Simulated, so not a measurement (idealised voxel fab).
The process module presented herein is designated voxel air gaps.
Pictured: cross-section cut, 245 nm wide, on a grid of 5 nm square cells.
Think of the cross-section as a grid of square cells. We describe it in bands, top to bottom, and each band covers one or more rows of those cells. Heads up on the band format: heights come first, top then bottom, in nm. After that it's the materials left to right, each with its width in nm. A single material flagged "throughout" fills the whole band edge to edge, and "empty" means there's empty space there. Ref level 0: as-received wafer is one material below here. Bottom band extends down with no lower bound ("z 0 and below"). Width spec "30 to 40" -> top row of cells at first value, bottom row at second value, equal per-row change in between. Where the words "remained the same" appear for a step, the cross-section shows no cell changed by that step; every cell remained as before. Look at "Closed voids list" for the closed voids: empty spaces with no open path to the top, sized 8 cells or up. Each is width x height at distance, distance from the left edge, all nm. Formally, on a step line, whatever follows the settings is a remark that the simulator itself makes on the step. overlay nm: mask offset rightward from planned place, masked step; negative means leftward offset.
-- Planned process steps
step 1: RECEIVE (material Si)
step 2: CONFORMAL_DEP (material SiO2; thk nm 15)
step 3: CONFORMAL_DEP (material SiCN; thk nm 5)
step 4: DIRECTIONAL_DEP (material lowk; thk nm 35)
step 5: PATTERN (tone open; mask id LINES; material resist; width nm 25; pitch nm 55; thk nm 20; overlay nm 0)
step 6: DIRECTIONAL_ETCH (etch materials lowk; depth nm 35)
step 7: STRIP (etch materials resist)
step 8: CONFORMAL_DEP (material TiN; thk nm 5)
step 9: FILL_DEP (material W; thk nm 5)
step 10: CMP (height nm 55)
step 11: EPI (material Ru; thk nm 10)
step 12: SELECTIVE_ETCH (etch materials lowk; depth nm 45)
step 13: CONFORMAL_DEP (material SiCN; thk nm 5)
Quick note for whoever runs this: the wafers start identical, but the thk nm at step 3 isn't the same across them. The plan just shows what the first wafer had.
-- Cross-section of the first incoming wafer of several, state after step 1
    z 0 and below: Si throughout
    Closed voids list: none
-- Here is how to read the rows: every wafer has a row, and it shows the wafer at the end of the module, giving for each material how many cells were gained (+) or lost (-) since the wafer was received, then listing its closed voids
thk nm 5; +54 Ru; +176 SiCN; +147 SiO2; +51 TiN; +54 W; Closed voids list: 20 x 25 at 85; 20 x 25 at 140
thk nm 10; +54 Ru; +219 SiCN; +147 SiO2; +45 TiN; +45 W; Closed voids list: 20 x 20 at 85; 20 x 20 at 140
thk nm 15; +54 Ru; +262 SiCN; +147 SiO2; +39 TiN; +36 W; Closed voids list: 20 x 15 at 85; 20 x 15 at 140
thk nm 20; +54 Ru; +305 SiCN; +147 SiO2; +33 TiN; +27 W; Closed voids list: 20 x 10 at 85; 20 x 10 at 140
